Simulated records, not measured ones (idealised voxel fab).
Process module heading - voxel plated lines
FYI the section here is cut, 290 nm wide, cells are 5 nm squares.
Cross-section spec: square-cell grid; bands listed top down; each band is one or more rows. Within each band entry, the heights of the top and of the bottom of the band appear first, in that order and in nm; the materials of the band then follow from left to right, each with its corresponding width in nm. The designation "throughout" on a single material indicates that it fills the band from edge to edge; the designation "air" indicates empty space. Note: height 0 marks the level under which the wafer is uniformly one material as received. Lowest band unbounded below, written "0 down". It should be noted that a width expressed as "30..40" varies in equal increments from row to row of cells within the band, taking the value of the first number at the top row and that of the second number at the bottom row. "nothing got changed" means the step left every cell of the cross-section as it was. "Enclosed internal voids" means: voids of 8 cells or more that are shut off from the top with no open way through. Written width x height at distance, distance from the left edge, in nm. What comes after the settings on a step's line is commentary from the simulator itself on that step. The optional step-line setting "overlay nm" applies to steps with a mask and quantifies how far to the right of its planned location the mask lay, a negative value indicating leftward placement. Below you will find pairs of cross-sections. In each, one shows the wafer before one process step and the other after it, with the after view ending at the lowest band that changed. Under each pair is the step separating them, along with its settings. Do not assume the pairs form a chain: they can come from different runs of this module on the same starting wafer, and a pair continues from the pair above it only when its "Prior to processing" entry says so.
-- Prior to processing
> 0 down  Si throughout
> Enclosed internal voids: none
-- Structure After Step
> 5 to 0  Al2O3 throughout
> For the remainder of the cross-section, below 0, there is no change.
> Enclosed internal voids: none
Applied between the two views above: CONFORMAL_DEP | material Al2O3 | thk nm 5
Prior to processing: The structure entering this step is exactly what the pair just above shows after its step.
-- Structure After Step
> 10 to 5  TiN throughout
> For the remainder of the cross-section, below 5, there is no change.
> Enclosed internal voids: none
Applied between the two views above: DIRECTIONAL_DEP | material TiN | thk nm 5
Prior to processing: The structure entering this step is exactly what the pair just above shows after its step.
-- Structure After Step
> 45 to 10  resist (45), then air (30), then resist (25), then air (30), then resist (25), then air (30), then resist (25), then air (30), then resist (50)
> For the remainder of the cross-section, below 10, there is no change.
> Enclosed internal voids: none
Applied between the two views above: PATTERN | tone open | mask id LINES | material resist | width nm 30 | pitch nm 55 | thk nm 35 | overlay nm 0
Prior to processing: The structure entering this step is exactly what the pair just above shows after its step.
-- Structure After Step
> 45 to 20  resist (45), then air (30), then resist (25), then air (30), then resist (25), then air (30), then resist (25), then air (30), then resist (50)
> 20 to 10  resist (45), then Ru (30), then resist (25), then Ru (30), then resist (25), then Ru (30), then resist (25), then Ru (30), then resist (50)
> For the remainder of the cross-section, below 10, there is no change.
> Enclosed internal voids: none
Applied between the two views above: EPI | material Ru | thk nm 10
Prior to processing: The structure entering this step is exactly what the pair just above shows after its step.
-- Structure After Step
> 45 to 25  resist (45), then air (30), then resist (25), then air (30), then resist (25), then air (30), then resist (25), then air (30), then resist (50)
> 25 to 10  resist (45), then Ru (30), then resist (25), then Ru (30), then resist (25), then Ru (30), then resist (25), then Ru (30), then resist (50)
> For the remainder of the cross-section, below 10, there is no change.
> Enclosed internal voids: none
Applied between the two views above: EPI | material Ru | thk nm 5
Prior to processing: The structure entering this step is exactly what the pair just above shows after its step.
-- Structure After Step
> 45 to 35  resist (45), then air (30), then resist (25), then air (30), then resist (25), then air (30), then resist (25), then air (30), then resist (50)
> 35 to 10  resist (45), then Ru (30), then resist (25), then Ru (30), then resist (25), then Ru (30), then resist (25), then Ru (30), then resist (50)
> For the remainder of the cross-section, below 10, there is no change.
> Enclosed internal voids: none
Applied between the two views above: EPI | material Ru | thk nm 10
Prior to processing: The structure entering this step is exactly what the pair just above shows after its step.
-- Structure After Step
> 35 to 10  air (45), then Ru (30), then air (25), then Ru (30), then air (25), then Ru (30), then air (25), then Ru (30), then air (50)
> For the remainder of the cross-section, below 10, there is no change.
> Enclosed internal voids: none
Applied between the two views above: STRIP | etch materials resist
Prior to processing: The structure entering this step is exactly what the pair just above shows after its step.
-- Structure After Step
> 35 to 10  air (45), then Ru (30), then air (25), then Ru (30), then air (25), then Ru (30), then air (25), then Ru (30), then air (50)
> 10 to 5  air (45), then TiN (30), then air (25), then TiN (30), then air (25), then TiN (30), then air (25), then TiN (30), then air (50)
> For the remainder of the cross-section, below 5, there is no change.
> Enclosed internal voids: none
Applied between the two views above: DIRECTIONAL_ETCH | etch materials TiN | depth nm 5
Prior to processing: The structure entering this step is exactly what the pair just above shows after its step.
-- Structure After Step
> 45 to 35  air (35), then SiCN (50), then air (5), then SiCN (50), then air (5), then SiCN (50), then air (5), then SiCN (50), then air (40)
> 35 to 15  air (35), then SiCN (10), then Ru (30), then SiCN (10), then air (5), then SiCN (10), then Ru (30), then SiCN (10), then air (5), then SiCN (10), then Ru (30), then SiCN (10), then air (5), then SiCN (10), then Ru (30), then SiCN (10), then air (40)
> 15 to 10  SiCN (45), then Ru (30), then SiCN (25), then Ru (30), then SiCN (25), then Ru (30), then SiCN (25), then Ru (30), then SiCN (50)
> 10 to 5  SiCN (45), then TiN (30), then SiCN (25), then TiN (30), then SiCN (25), then TiN (30), then SiCN (25), then TiN (30), then SiCN (50)
> For the remainder of the cross-section, below 5, there is no change.
> Enclosed internal voids: none
Applied between the two views above: CONFORMAL_DEP | material SiCN | thk nm 10
-- Prior to processing
> 5 to 0  Al2O3 throughout
> 0 down  Si throughout
> Enclosed internal voids: none
-- Structure After Step
> 40 to 5  resist (45), then air (30), then resist (25), then air (30), then resist (25), then air (30), then resist (25), then air (30), then resist (50)
> For the remainder of the cross-section, below 5, there is no change.
> Enclosed internal voids: none
Applied between the two views above: PATTERN | tone open | mask id LINES | material resist | width nm 30 | pitch nm 55 | thk nm 35 | overlay nm 0
Prior to processing: The structure entering this step is exactly what the pair just above shows after its step.
-- Structure After Step
> 5 to 0  Al2O3 throughout
> For the remainder of the cross-section, below 0, there is no change.
> Enclosed internal voids: none
Applied between the two views above: STRIP | etch materials resist
Prior to processing: The structure entering this step is exactly what the pair just above shows after its step.
-- Structure After Step
> 15 to 5  SiCN throughout
> For the remainder of the cross-section, below 5, there is no change.
> Enclosed internal voids: none
Applied between the two views above: CONFORMAL_DEP | material SiCN | thk nm 10
-- Prior to processing
> 0 down  Si throughout
> Enclosed internal voids: none
-- Structure After Step
> 5 to 0  TiN throughout
> For the remainder of the cross-section, below 0, there is no change.
> Enclosed internal voids: none
Applied between the two views above: DIRECTIONAL_DEP | material TiN | thk nm 5
Prior to processing: The structure entering this step is exactly what the pair just above shows after its step.
-- Structure After Step
> 10 to 5  Al2O3 throughout
> For the remainder of the cross-section, below 5, there is no change.
> Enclosed internal voids: none
Applied between the two views above: CONFORMAL_DEP | material Al2O3 | thk nm 5
Prior to processing: The structure entering this step is exactly what the pair just above shows after its step.
-- Structure After Step
> 45 to 10  resist (45), then air (30), then resist (25), then air (30), then resist (25), then air (30), then resist (25), then air (30), then resist (50)
> For the remainder of the cross-section, below 10, there is no change.
> Enclosed internal voids: none
Applied between the two views above: PATTERN | tone open | mask id LINES | material resist | width nm 30 | pitch nm 55 | thk nm 35 | overlay nm 0
Prior to processing: The structure entering this step is exactly what the pair just above shows after its step.
-- Structure After Step
> 10 to 5  Al2O3 throughout
> For the remainder of the cross-section, below 5, there is no change.
> Enclosed internal voids: none
Applied between the two views above: STRIP | etch materials resist
Prior to processing: The structure entering this step is exactly what the pair just above shows after its step.
-- Structure After Step
> 20 to 10  SiCN throughout
> For the remainder of the cross-section, below 10, there is no change.
> Enclosed internal voids: none
Applied between the two views above: CONFORMAL_DEP | material SiCN | thk nm 10
-- Prior to processing
> 5 to 0  Al2O3 throughout
> 0 down  Si throughout
> Enclosed internal voids: none
-- Structure After Step
> 20 to 5  TiN throughout
> For the remainder of the cross-section, below 5, there is no change.
> Enclosed internal voids: none
Applied between the two views above: DIRECTIONAL_DEP | material TiN | thk nm 15
Prior to processing: The structure entering this step is exactly what the pair just above shows after its step.
-- Structure After Step
> 55 to 20  resist (45), then air (30), then resist (25), then air (30), then resist (25), then air (30), then resist (25), then air (30), then resist (50)
> For the remainder of the cross-section, below 20, there is no change.
> Enclosed internal voids: none
Applied between the two views above: PATTERN | tone open | mask id LINES | material resist | width nm 30 | pitch nm 55 | thk nm 35 | overlay nm 0
Prior to processing: The structure entering this step is exactly what the pair just above shows after its step.
-- Structure After Step
> 55 to 30  resist (45), then air (30), then resist (25), then air (30), then resist (25), then air (30), then resist (25), then air (30), then resist (50)
> 30 to 20  resist (45), then Ru (30), then resist (25), then Ru (30), then resist (25), then Ru (30), then resist (25), then Ru (30), then resist (50)
> For the remainder of the cross-section, below 20, there is no change.
> Enclosed internal voids: none
Applied between the two views above: EPI | material Ru | thk nm 10
Prior to processing: The structure entering this step is exactly what the pair just above shows after its step.
-- Structure After Step
> 55 to 35  resist (45), then air (30), then resist (25), then air (30), then resist (25), then air (30), then resist (25), then air (30), then resist (50)
> 35 to 20  resist (45), then Ru (30), then resist (25), then Ru (30), then resist (25), then Ru (30), then resist (25), then Ru (30), then resist (50)
> For the remainder of the cross-section, below 20, there is no change.
> Enclosed internal voids: none
Applied between the two views above: EPI | material Ru | thk nm 5
Prior to processing: The structure entering this step is exactly what the pair just above shows after its step.
-- Structure After Step
> 55 to 45  resist (45), then air (30), then resist (25), then air (30), then resist (25), then air (30), then resist (25), then air (30), then resist (50)
> 45 to 20  resist (45), then Ru (30), then resist (25), then Ru (30), then resist (25), then Ru (30), then resist (25), then Ru (30), then resist (50)
> For the remainder of the cross-section, below 20, there is no change.
> Enclosed internal voids: none
Applied between the two views above: EPI | material Ru | thk nm 10
Prior to processing: The structure entering this step is exactly what the pair just above shows after its step.
-- Structure After Step
> 45 to 20  air (45), then Ru (30), then air (25), then Ru (30), then air (25), then Ru (30), then air (25), then Ru (30), then air (50)
> For the remainder of the cross-section, below 20, there is no change.
> Enclosed internal voids: none
Applied between the two views above: STRIP | etch materials resist
Prior to processing: The structure entering this step is exactly what the pair just above shows after its step.
-- Structure After Step
> 45 to 20  air (45), then Ru (30), then air (25), then Ru (30), then air (25), then Ru (30), then air (25), then Ru (30), then air (50)
> 20 to 15  air (45), then TiN (30), then air (25), then TiN (30), then air (25), then TiN (30), then air (25), then TiN (30), then air (50)
> For the remainder of the cross-section, below 15, there is no change.
> Enclosed internal voids: none
Applied between the two views above: DIRECTIONAL_ETCH | etch materials TiN | depth nm 5
Prior to processing: The structure entering this step is exactly what the pair just above shows after its step.
-- Structure After Step
> 55 to 45  air (35), then SiCN (50), then air (5), then SiCN (50), then air (5), then SiCN (50), then air (5), then SiCN (50), then air (40)
> 45 to 25  air (35), then SiCN (10), then Ru (30), then SiCN (10), then air (5), then SiCN (10), then Ru (30), then SiCN (10), then air (5), then SiCN (10), then Ru (30), then SiCN (10), then air (5), then SiCN (10), then Ru (30), then SiCN (10), then air (40)
> 25 to 20  SiCN (45), then Ru (30), then SiCN (25), then Ru (30), then SiCN (25), then Ru (30), then SiCN (25), then Ru (30), then SiCN (50)
> 20 to 15  SiCN (45), then TiN (30), then SiCN (25), then TiN (30), then SiCN (25), then TiN (30), then SiCN (25), then TiN (30), then SiCN (50)
> For the remainder of the cross-section, below 15, there is no change.
> Enclosed internal voids: none
Applied between the two views above: CONFORMAL_DEP | material SiCN | thk nm 10
-- Prior to processing
> 10 to 5  TiN throughout
> 5 to 0  Al2O3 throughout
> 0 down  Si throughout
> Enclosed internal voids: none
-- Structure After Step
> 45 to 10  resist (40), then air (40), then resist (15), then air (40), then resist (15), then air (40), then resist (15), then air (40), then resist (45)
> For the remainder of the cross-section, below 10, there is no change.
> Enclosed internal voids: none
Applied between the two views above: PATTERN | tone open | mask id LINES | material resist | width nm 40 | pitch nm 55 | thk nm 35 | overlay nm 0
Prior to processing: The structure entering this step is exactly what the pair just above shows after its step.
-- Structure After Step
> 45 to 20  resist (40), then air (40), then resist (15), then air (40), then resist (15), then air (40), then resist (15), then air (40), then resist (45)
> 20 to 10  resist (40), then Ru (40), then resist (15), then Ru (40), then resist (15), then Ru (40), then resist (15), then Ru (40), then resist (45)
> For the remainder of the cross-section, below 10, there is no change.
> Enclosed internal voids: none
Applied between the two views above: EPI | material Ru | thk nm 10
Prior to processing: The structure entering this step is exactly what the pair just above shows after its step.
-- Structure After Step
> 45 to 25  resist (40), then air (40), then resist (15), then air (40), then resist (15), then air (40), then resist (15), then air (40), then resist (45)
> 25 to 10  resist (40), then Ru (40), then resist (15), then Ru (40), then resist (15), then Ru (40), then resist (15), then Ru (40), then resist (45)
> For the remainder of the cross-section, below 10, there is no change.
> Enclosed internal voids: none
Applied between the two views above: EPI | material Ru | thk nm 5
Prior to processing: The structure entering this step is exactly what the pair just above shows after its step.
-- Structure After Step
> 45 to 35  resist (40), then air (40), then resist (15), then air (40), then resist (15), then air (40), then resist (15), then air (40), then resist (45)
> 35 to 10  resist (40), then Ru (40), then resist (15), then Ru (40), then resist (15), then Ru (40), then resist (15), then Ru (40), then resist (45)
> For the remainder of the cross-section, below 10, there is no change.
> Enclosed internal voids: none
Applied between the two views above: EPI | material Ru | thk nm 10
Prior to processing: The structure entering this step is exactly what the pair just above shows after its step.
-- Structure After Step
> 35 to 10  air (40), then Ru (40), then air (15), then Ru (40), then air (15), then Ru (40), then air (15), then Ru (40), then air (45)
> For the remainder of the cross-section, below 10, there is no change.
> Enclosed internal voids: none
Applied between the two views above: STRIP | etch materials resist
Prior to processing: The structure entering this step is exactly what the pair just above shows after its step.
-- Structure After Step
> 35 to 10  air (40), then Ru (40), then air (15), then Ru (40), then air (15), then Ru (40), then air (15), then Ru (40), then air (45)
> 10 to 5  air (40), then TiN (40), then air (15), then TiN (40), then air (15), then TiN (40), then air (15), then TiN (40), then air (45)
> For the remainder of the cross-section, below 5, there is no change.
> Enclosed internal voids: none
Applied between the two views above: DIRECTIONAL_ETCH | etch materials TiN | depth nm 5
Prior to processing: The structure entering this step is exactly what the pair just above shows after its step.
-- Structure After Step
> 45 to 35  air (30), then SiCN (225), then air (35)
> 35 to 15  air (30), then SiCN (10), then Ru (40), then SiCN (15), then Ru (40), then SiCN (15), then Ru (40), then SiCN (15), then Ru (40), then SiCN (10), then air (35)
> 15 to 10  SiCN (40), then Ru (40), then SiCN (15), then Ru (40), then SiCN (15), then Ru (40), then SiCN (15), then Ru (40), then SiCN (45)
> 10 to 5  SiCN (40), then TiN (40), then SiCN (15), then TiN (40), then SiCN (15), then TiN (40), then SiCN (15), then TiN (40), then SiCN (45)
> For the remainder of the cross-section, below 5, there is no change.
> Enclosed internal voids: none
Applied between the two views above: CONFORMAL_DEP | material SiCN | thk nm 10
-- Prior to processing
> 10 to 5  TiN throughout
> 5 to 0  Al2O3 throughout
> 0 down  Si throughout
> Enclosed internal voids: none
-- Structure After Step
> 45 to 10  resist (35), then air (30), then resist (25), then air (30), then resist (25), then air (30), then resist (25), then air (30), then resist (60)
> For the remainder of the cross-section, below 10, there is no change.
> Enclosed internal voids: none
Applied between the two views above: PATTERN | tone open | mask id LINES | material resist | width nm 30 | pitch nm 55 | thk nm 35 | overlay nm -10
Prior to processing: The structure entering this step is exactly what the pair just above shows after its step.
-- Structure After Step
> 45 to 20  resist (35), then air (30), then resist (25), then air (30), then resist (25), then air (30), then resist (25), then air (30), then resist (60)
> 20 to 10  resist (35), then Ru (30), then resist (25), then Ru (30), then resist (25), then Ru (30), then resist (25), then Ru (30), then resist (60)
> For the remainder of the cross-section, below 10, there is no change.
> Enclosed internal voids: none
Applied between the two views above: EPI | material Ru | thk nm 10
Prior to processing: The structure entering this step is exactly what the pair just above shows after its step.
-- Structure After Step
> 45 to 25  resist (35), then air (30), then resist (25), then air (30), then resist (25), then air (30), then resist (25), then air (30), then resist (60)
> 25 to 10  resist (35), then Ru (30), then resist (25), then Ru (30), then resist (25), then Ru (30), then resist (25), then Ru (30), then resist (60)
> For the remainder of the cross-section, below 10, there is no change.
> Enclosed internal voids: none
Applied between the two views above: EPI | material Ru | thk nm 5
Prior to processing: The structure entering this step is exactly what the pair just above shows after its step.
-- Structure After Step
> 45 to 35  resist (35), then air (30), then resist (25), then air (30), then resist (25), then air (30), then resist (25), then air (30), then resist (60)
> 35 to 10  resist (35), then Ru (30), then resist (25), then Ru (30), then resist (25), then Ru (30), then resist (25), then Ru (30), then resist (60)
> For the remainder of the cross-section, below 10, there is no change.
> Enclosed internal voids: none
Applied between the two views above: EPI | material Ru | thk nm 10
Prior to processing: The structure entering this step is exactly what the pair just above shows after its step.
-- Structure After Step
> 35 to 10  air (35), then Ru (30), then air (25), then Ru (30), then air (25), then Ru (30), then air (25), then Ru (30), then air (60)
> For the remainder of the cross-section, below 10, there is no change.
> Enclosed internal voids: none
Applied between the two views above: STRIP | etch materials resist
Prior to processing: The structure entering this step is exactly what the pair just above shows after its step.
-- Structure After Step
> 35 to 10  air (35), then Ru (30), then air (25), then Ru (30), then air (25), then Ru (30), then air (25), then Ru (30), then air (60)
> 10 to 5  air (35), then TiN (30), then air (25), then TiN (30), then air (25), then TiN (30), then air (25), then TiN (30), then air (60)
> For the remainder of the cross-section, below 5, there is no change.
> Enclosed internal voids: none
Applied between the two views above: DIRECTIONAL_ETCH | etch materials TiN | depth nm 5
Prior to processing: The structure entering this step is exactly what the pair just above shows after its step.
-- Structure After Step
> 45 to 35  air (25), then SiCN (50), then air (5), then SiCN (50), then air (5), then SiCN (50), then air (5), then SiCN (50), then air (50)
> 35 to 15  air (25), then SiCN (10), then Ru (30), then SiCN (10), then air (5), then SiCN (10), then Ru (30), then SiCN (10), then air (5), then SiCN (10), then Ru (30), then SiCN (10), then air (5), then SiCN (10), then Ru (30), then SiCN (10), then air (50)
> 15 to 10  SiCN (35), then Ru (30), then SiCN (25), then Ru (30), then SiCN (25), then Ru (30), then SiCN (25), then Ru (30), then SiCN (60)
> 10 to 5  SiCN (35), then TiN (30), then SiCN (25), then TiN (30), then SiCN (25), then TiN (30), then SiCN (25), then TiN (30), then SiCN (60)
> For the remainder of the cross-section, below 5, there is no change.
> Enclosed internal voids: none
Applied between the two views above: CONFORMAL_DEP | material SiCN | thk nm 10
-- Prior to processing
> 35 to 10  air (45), then Ru (30), then air (25), then Ru (30), then air (25), then Ru (30), then air (25), then Ru (30), then air (50)
> 10 to 5  air (45), then TiN (30), then air (25), then TiN (30), then air (25), then TiN (30), then air (25), then TiN (30), then air (50)
> 5 to 0  Al2O3 throughout
> 0 down  Si throughout
> Enclosed internal voids: none
-- Structure After Step
> 45 to 35  air (35), then TiN (50), then air (5), then TiN (50), then air (5), then TiN (50), then air (5), then TiN (50), then air (40)
> 35 to 15  air (35), then TiN (10), then Ru (30), then TiN (10), then air (5), then TiN (10), then Ru (30), then TiN (10), then air (5), then TiN (10), then Ru (30), then TiN (10), then air (5), then TiN (10), then Ru (30), then TiN (10), then air (40)
> 15 to 10  TiN (45), then Ru (30), then TiN (25), then Ru (30), then TiN (25), then Ru (30), then TiN (25), then Ru (30), then TiN (50)
> 10 to 5  TiN throughout
> For the remainder of the cross-section, below 5, there is no change.
> Enclosed internal voids: none
Applied between the two views above: CONFORMAL_DEP | material TiN | thk nm 10
-- Prior to processing
> 10 to 5  TiN throughout
> 5 to 0  Al2O3 throughout
> 0 down  Si throughout
> Enclosed internal voids: none
-- Structure After Step
> 45 to 10  air (45), then resist (30), then air (25), then resist (30), then air (25), then resist (30), then air (25), then resist (30), then air (50)
> For the remainder of the cross-section, below 10, there is no change.
> Enclosed internal voids: none
Applied between the two views above: PATTERN | tone cover | mask id LINES | material resist | width nm 30 | pitch nm 55 | thk nm 35 | overlay nm 0
Prior to processing: The structure entering this step is exactly what the pair just above shows after its step.
-- Structure After Step
> 45 to 20  air (45), then resist (30), then air (25), then resist (30), then air (25), then resist (30), then air (25), then resist (30), then air (50)
> 20 to 10  Ru (45), then resist (30), then Ru (25), then resist (30), then Ru (25), then resist (30), then Ru (25), then resist (30), then Ru (50)
> For the remainder of the cross-section, below 10, there is no change.
> Enclosed internal voids: none
Applied between the two views above: EPI | material Ru | thk nm 10
Prior to processing: The structure entering this step is exactly what the pair just above shows after its step.
-- Structure After Step
> 45 to 25  air (45), then resist (30), then air (25), then resist (30), then air (25), then resist (30), then air (25), then resist (30), then air (50)
> 25 to 10  Ru (45), then resist (30), then Ru (25), then resist (30), then Ru (25), then resist (30), then Ru (25), then resist (30), then Ru (50)
> For the remainder of the cross-section, below 10, there is no change.
> Enclosed internal voids: none
Applied between the two views above: EPI | material Ru | thk nm 5
Prior to processing: The structure entering this step is exactly what the pair just above shows after its step.
-- Structure After Step
> 45 to 35  air (45), then resist (30), then air (25), then resist (30), then air (25), then resist (30), then air (25), then resist (30), then air (50)
> 35 to 10  Ru (45), then resist (30), then Ru (25), then resist (30), then Ru (25), then resist (30), then Ru (25), then resist (30), then Ru (50)
> For the remainder of the cross-section, below 10, there is no change.
> Enclosed internal voids: none
Applied between the two views above: EPI | material Ru | thk nm 10
Prior to processing: The structure entering this step is exactly what the pair just above shows after its step.
-- Structure After Step
> 35 to 10  Ru (45), then air (30), then Ru (25), then air (30), then Ru (25), then air (30), then Ru (25), then air (30), then Ru (50)
> For the remainder of the cross-section, below 10, there is no change.
> Enclosed internal voids: none
Applied between the two views above: STRIP | etch materials resist
Prior to processing: The structure entering this step is exactly what the pair just above shows after its step.
-- Structure After Step
> 35 to 10  Ru (45), then air (30), then Ru (25), then air (30), then Ru (25), then air (30), then Ru (25), then air (30), then Ru (50)
> 10 to 5  TiN (45), then air (30), then TiN (25), then air (30), then TiN (25), then air (30), then TiN (25), then air (30), then TiN (50)
> For the remainder of the cross-section, below 5, there is no change.
> Enclosed internal voids: none
Applied between the two views above: DIRECTIONAL_ETCH | etch materials TiN | depth nm 5
Prior to processing: The structure entering this step is exactly what the pair just above shows after its step.
-- Structure After Step
> 45 to 35  SiCN (55), then air (10), then SiCN (45), then air (10), then SiCN (45), then air (10), then SiCN (45), then air (10), then SiCN (60)
> 35 to 15  Ru (45), then SiCN (10), then air (10), then SiCN (10), then Ru (25), then SiCN (10), then air (10), then SiCN (10), then Ru (25), then SiCN (10), then air (10), then SiCN (10), then Ru (25), then SiCN (10), then air (10), then SiCN (10), then Ru (50)
> 15 to 10  Ru (45), then SiCN (30), then Ru (25), then SiCN (30), then Ru (25), then SiCN (30), then Ru (25), then SiCN (30), then Ru (50)
> 10 to 5  TiN (45), then SiCN (30), then TiN (25), then SiCN (30), then TiN (25), then SiCN (30), then TiN (25), then SiCN (30), then TiN (50)
> For the remainder of the cross-section, below 5, there is no change.
> Enclosed internal voids: none
Applied between the two views above: CONFORMAL_DEP | material SiCN | thk nm 10
